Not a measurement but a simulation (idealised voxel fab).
process module | voxel transistor to metal
cross-section cut | 295 nm wide | cells 5 nm
A cross-section is a grid of square cells, given in bands from the top down. A band is one or more rows of cells.
Each band's line starts with the height of the band's top and of its bottom, in nm. Then come its materials from left to right, each with its width in nm. One material with "throughout" fills the band from edge to edge. "air" is empty space.
Height 0 is the level under which the wafer as received is all one material. The lowest band goes on downwards, as in "0 down".
A width such as "30 to 40" changes by the same amount from each row of cells to the next, from the band's top row to its bottom row.
"no change" after a step means that no cell of the cross-section changed.
closed voids: empty space of 8 cells or more with no open way to the top, each as width x height at its distance from the left edge, in nm
after a step's settings: what the simulator itself notes on the step
overlay nm, on a step with a mask: how far to the right of its planned place the mask lay; to the left if negative
plan
1 op RECEIVE | material Si
2 op OXIDIZE | depth nm 5
3 op CONFORMAL_DEP | material SiN | thk nm 15
4 op DIRECTIONAL_DEP | material aC | thk nm 10
5 op PATTERN | tone cover | mask id ACTIVE | material resist | width nm 95 | pitch nm 125 | thk nm 30 | overlay nm 0
6 op DIRECTIONAL_ETCH | etch materials aC | depth nm 10
7 op STRIP | etch materials resist
8 op DIRECTIONAL_ETCH | etch materials SiN | depth nm 15
9 op DIRECTIONAL_ETCH | etch materials SiO2 | depth nm 5
10 op DIRECTIONAL_ETCH | etch materials Si | depth nm 30
11 op STRIP | etch materials aC
12 op OXIDIZE | depth nm 5
13 op FILL_DEP | material SiO2 | thk nm 10
14 op CMP | height nm 15
15 op SELECTIVE_ETCH | etch materials SiO2 | depth nm 10
16 op STRIP | etch materials SiN
17 op SELECTIVE_ETCH | etch materials SiO2 | depth nm 5
18 op OXIDIZE | depth nm 5
19 op DIRECTIONAL_DEP | material polySi | thk nm 20
20 op DIRECTIONAL_DEP | material SiCN | thk nm 10
21 op PATTERN | tone cover | mask id GATE | material resist | width nm 15 | pitch nm 125 | thk nm 15 | overlay nm 0
22 op DIRECTIONAL_ETCH | etch materials SiCN | depth nm 20
23 op DIRECTIONAL_ETCH | etch materials polySi | depth nm 30
24 op STRIP | etch materials resist
25 op CONFORMAL_DEP | material SiN | thk nm 5
26 op DIRECTIONAL_ETCH | etch materials SiN | depth nm 5
27 op DIRECTIONAL_ETCH | etch materials SiO2 | depth nm 5
28 op DIRECTIONAL_ETCH | etch materials Si | depth nm 10
29 op EPI | material SiGe | thk nm 15
30 op FILL_DEP | material SiO2 | thk nm 5
31 op CMP | height nm 25
32 op DIRECTIONAL_DEP | material SiO2 | thk nm 15
33 op MASKED_ETCH | tone open | mask id CONTACT | width nm 25 | etch materials SiO2 | depth nm 45 | overlay nm 0
34 op CONFORMAL_DEP | material TiN | thk nm 5
35 op FILL_DEP | material Ru | thk nm 5
36 op CMP | height nm 40
37 op DIRECTIONAL_DEP | material TiN | thk nm 5
38 op DIRECTIONAL_DEP | material Ru | thk nm 15
39 op MASKED_ETCH | tone cover | mask id METAL_1 | width nm 15 | etch materials Ru | depth nm 15 | overlay nm 0
40 op MASKED_ETCH | tone cover | mask id METAL_1 | width nm 15 | etch materials TiN | depth nm 5 | overlay nm 0
41 op CONFORMAL_DEP | material SiCN | thk nm 5
42 op FILL_DEP | material lowk | thk nm 10
43 op CMP | height nm 60
44 op CONFORMAL_DEP | material SiN | thk nm 5
as received, after step 1
  0 down: Si throughout
  closed voids: none
a wafer at the end: this start, this plan, one mistake
  65 to 60: SiN throughout
  60 to 45: lowk 40 | SiCN 5 | Ru 15 | SiCN 5 | lowk 35 | SiCN 5 | Ru 15 | SiCN 5 | lowk 40 | SiCN 5 | Ru 15 | SiCN 5 | lowk 35 | SiCN 5 | Ru 15 | SiCN 5 | lowk 45
  45 to 40: SiCN 45 | TiN 15 | SiCN 45 | TiN 15 | SiCN 50 | TiN 15 | SiCN 45 | TiN 15 | SiCN 50
  40 to 25: SiO2 45 | TiN 5 | Ru 15 | TiN 5 | SiO2 25 | TiN 5 | Ru 15 | TiN 5 | SiO2 50 | TiN 5 | Ru 15 | TiN 5 | SiO2 25 | TiN 5 | Ru 15 | TiN 5 | SiO2 50
  25 to 15: SiO2 45 | TiN 5 | Ru 15 | TiN 5 | SiN 5 | SiCN 15 | SiN 5 | TiN 5 | Ru 15 | TiN 5 | SiO2 50 | TiN 5 | Ru 15 | TiN 5 | SiN 5 | SiCN 15 | SiN 5 | TiN 5 | Ru 15 | TiN 5 | SiO2 50
  15 to 10: SiO2 45 | TiN 25 | SiN 5 | polySi 15 | SiN 5 | TiN 25 | SiO2 50 | TiN 25 | SiN 5 | polySi 15 | SiN 5 | TiN 25 | SiO2 50
  10 to 5: SiO2 70 | SiN 5 | polySi 15 | SiN 5 | SiO2 100 | SiN 5 | polySi 15 | SiN 5 | SiO2 75
  5 to 0: SiO2 55 | SiGe 15 | SiN 5 | polySi 15 | SiN 5 | SiGe 15 | SiO2 70 | SiGe 15 | SiN 5 | polySi 15 | SiN 5 | SiGe 15 | SiO2 60
  0 to -5: SiO2 30 | SiN 5 | SiO2 20 | SiGe 15 | SiN 5 | polySi 15 | SiN 5 | SiGe 15 | SiO2 20 | SiN 5 | SiO2 20 | SiN 5 | SiO2 20 | SiGe 15 | SiN 5 | polySi 15 | SiN 5 | SiGe 15 | SiO2 20 | SiN 5 | SiO2 35
  -5 to -10: SiO2 35 | SiGe 35 | SiO2 25 | SiGe 35 | SiO2 30 | SiGe 35 | SiO2 25 | SiGe 35 | SiO2 40
  -10 to -20: SiO2 40 | SiGe 30 | Si 25 | SiGe 30 | SiO2 40 | SiGe 30 | Si 25 | SiGe 30 | SiO2 45
  -20 to -40: SiO2 40 | Si 85 | SiO2 40 | Si 85 | SiO2 45
  -40 down: Si throughout
  closed voids: none
what went wrong: step 32 was run twice
